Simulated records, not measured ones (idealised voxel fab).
Process module under the name voxel gate over fins
Square cell edge 5 nm, section width 245 nm, ID cut.
Throughout this document, each cross-section is represented as a grid of square cells and is presented as a sequence of bands enumerated from the top downward, where a band comprises one or more rows of cells. Band: top height; bottom height; in nm. Then, left to right: material with width in nm, for each material. "throughout": a single material spanning edge to edge. "blank": empty space. The reference from which all heights are counted is 0, the level beneath which the as-received wafer is entirely one material; the lowest band, having no lower bound, proceeds downward and is written after the example "0 and below". Note: "30 to 40" means the width goes from the first number (top row of the band) to the second number (bottom row) in equal steps per row of cells. "left unchanged" after a step means that no cell of the cross-section changed. "Entrapped void list" - sealed voids, min. 8 cells, no opening to top; format: width x height at distance (distance from left edge; nm throughout). On a step's line, text after the settings is the simulator commenting on that step. Steps that use a mask can have "overlay nm" on their line. It says how far the mask sat to the right of where it was meant to be. Negative means to the left.
[The steps planned for the process are as follows]
| 1 | RECEIVE: material Si |
| 2 | CONFORMAL_DEP: material SiN, thk nm 5 |
| 3 | PATTERN: tone cover, mask id FINS, material resist, width nm 15, pitch nm 45, thk nm 20, overlay nm 0 |
| 4 | DIRECTIONAL_ETCH: etch materials SiN, depth nm 5 |
| 5 | DIRECTIONAL_ETCH: etch materials Si, depth nm 40 |
| 6 | STRIP: etch materials resist |
| 7 | FILL_DEP: material SiO2, thk nm 10 |
| 8 | CMP: height nm 5 |
| 9 | SELECTIVE_ETCH: etch materials SiO2, depth nm 20 |
| 10 | STRIP: etch materials SiN |
| 11 | CONFORMAL_DEP: material HfO2, thk nm 5 |
| 12 | CONFORMAL_DEP: material TiN, thk nm 5 |
| 13 | CONFORMAL_DEP: material TiAl, thk nm 5 |
| 14 | CONFORMAL_DEP: material TiN, thk nm 5 |
| 15 | FILL_DEP: material W, thk nm 10 |
| 16 | CMP: height nm 25 |
| 17 | CONFORMAL_DEP: material SiN, thk nm 10 |
[Cross-section of the wafer upon arrival, representing the state reached after step 1]
0 and below | Si throughout
Entrapped void list: none
[First of two wafers at the end of the module, shown in cross-section; run carried out as planned]
35 down to 25 | SiN throughout
25 down to 20 | W throughout
20 down to 15 | 25 of W, 190 of TiN, 30 of W
15 down to 10 | 25 of W, 5 of TiN, 180 of TiAl, 5 of TiN, 30 of W
10 down to 5 | 25 of W, 5 of TiN, 5 of TiAl, 35 of TiN, 10 of TiAl, 35 of TiN, 10 of TiAl, 35 of TiN, 10 of TiAl, 35 of TiN, 5 of TiAl, 5 of TiN, 30 of W
5 down to 0 | 30 of TiN, 5 of TiAl, 5 of TiN, 25 of HfO2, 5 of TiN, 10 of TiAl, 5 of TiN, 25 of HfO2, 5 of TiN, 10 of TiAl, 5 of TiN, 25 of HfO2, 5 of TiN, 10 of TiAl, 5 of TiN, 25 of HfO2, 5 of TiN, 5 of TiAl, 35 of TiN
0 down to -5 | 35 of TiAl, 5 of TiN, 5 of HfO2, 15 of Si, 5 of HfO2, 5 of TiN, 10 of TiAl, 5 of TiN, 5 of HfO2, 15 of Si, 5 of HfO2, 5 of TiN, 10 of TiAl, 5 of TiN, 5 of HfO2, 15 of Si, 5 of HfO2, 5 of TiN, 10 of TiAl, 5 of TiN, 5 of HfO2, 15 of Si, 5 of HfO2, 5 of TiN, 40 of TiAl
-5 down to -10 | 40 of TiN, 5 of HfO2, 15 of Si, 5 of HfO2, 20 of TiN, 5 of HfO2, 15 of Si, 5 of HfO2, 20 of TiN, 5 of HfO2, 15 of Si, 5 of HfO2, 20 of TiN, 5 of HfO2, 15 of Si, 5 of HfO2, 45 of TiN
-10 down to -15 | 45 of HfO2, 15 of Si, 30 of HfO2, 15 of Si, 30 of HfO2, 15 of Si, 30 of HfO2, 15 of Si, 50 of HfO2
-15 down to -40 | 45 of SiO2, 15 of Si, 30 of SiO2, 15 of Si, 30 of SiO2, 15 of Si, 30 of SiO2, 15 of Si, 50 of SiO2
-40 and below | Si throughout
Entrapped void list: none
[End-of-module cross-section of the second wafer: identical starting point and process plan to the first, with one processing mistake]
35 down to 25 | SiN throughout
25 down to 20 | W throughout
20 down to 15 | 25 of W, 190 of TiN, 30 of W
15 down to 10 | 25 of W, 5 of TiN, 180 of TiAl, 5 of TiN, 30 of W
10 down to 5 | 25 of W, 5 of TiN, 5 of TiAl, 35 of TiN, 10 of TiAl, 35 of TiN, 10 of TiAl, 35 of TiN, 10 of TiAl, 35 of TiN, 5 of TiAl, 5 of TiN, 30 of W
5 down to 0 | 30 of TiN, 5 of TiAl, 5 of TiN, 25 of HfO2, 5 of TiN, 10 of TiAl, 5 of TiN, 25 of HfO2, 5 of TiN, 10 of TiAl, 5 of TiN, 25 of HfO2, 5 of TiN, 10 of TiAl, 5 of TiN, 25 of HfO2, 5 of TiN, 5 of TiAl, 35 of TiN
0 down to -5 | 35 of TiAl, 5 of TiN, 5 of HfO2, 15 of Si, 5 of HfO2, 5 of TiN, 10 of TiAl, 5 of TiN, 5 of HfO2, 15 of Si, 5 of HfO2, 5 of TiN, 10 of TiAl, 5 of TiN, 5 of HfO2, 15 of Si, 5 of HfO2, 5 of TiN, 10 of TiAl, 5 of TiN, 5 of HfO2, 15 of Si, 5 of HfO2, 5 of TiN, 40 of TiAl
-5 down to -10 | 40 of TiN, 5 of HfO2, 15 of Si, 5 of HfO2, 5 of TiN, 10 of TiAl, 5 of TiN, 5 of HfO2, 15 of Si, 5 of HfO2, 5 of TiN, 10 of TiAl, 5 of TiN, 5 of HfO2, 15 of Si, 5 of HfO2, 5 of TiN, 10 of TiAl, 5 of TiN, 5 of HfO2, 15 of Si, 5 of HfO2, 45 of TiN
-10 down to -15 | 30 of HfO2, 10 of TiN, 5 of HfO2, 15 of Si, 5 of HfO2, 20 of TiN, 5 of HfO2, 15 of Si, 5 of HfO2, 20 of TiN, 5 of HfO2, 15 of Si, 5 of HfO2, 20 of TiN, 5 of HfO2, 15 of Si, 5 of HfO2, 10 of TiN, 35 of HfO2
-15 down to -20 | 25 of SiO2, 20 of HfO2, 15 of Si, 30 of HfO2, 15 of Si, 30 of HfO2, 15 of Si, 30 of HfO2, 15 of Si, 20 of HfO2, 30 of SiO2
-20 down to -40 | 45 of SiO2, 15 of Si, 30 of SiO2, 15 of Si, 30 of SiO2, 15 of Si, 30 of SiO2, 15 of Si, 50 of SiO2
-40 and below | Si throughout
Entrapped void list: none
The mistake made against the process plan was this: the intended sequence of steps 9 and 10 was reversed during processing, with each occupying the position of the other
In the final state, the cell counts of the second wafer exceed or fall short of those of the first for the following materials: 10 more of HfO2, 26 fewer of SiO2, 6 more of TiAl, 10 more of TiN
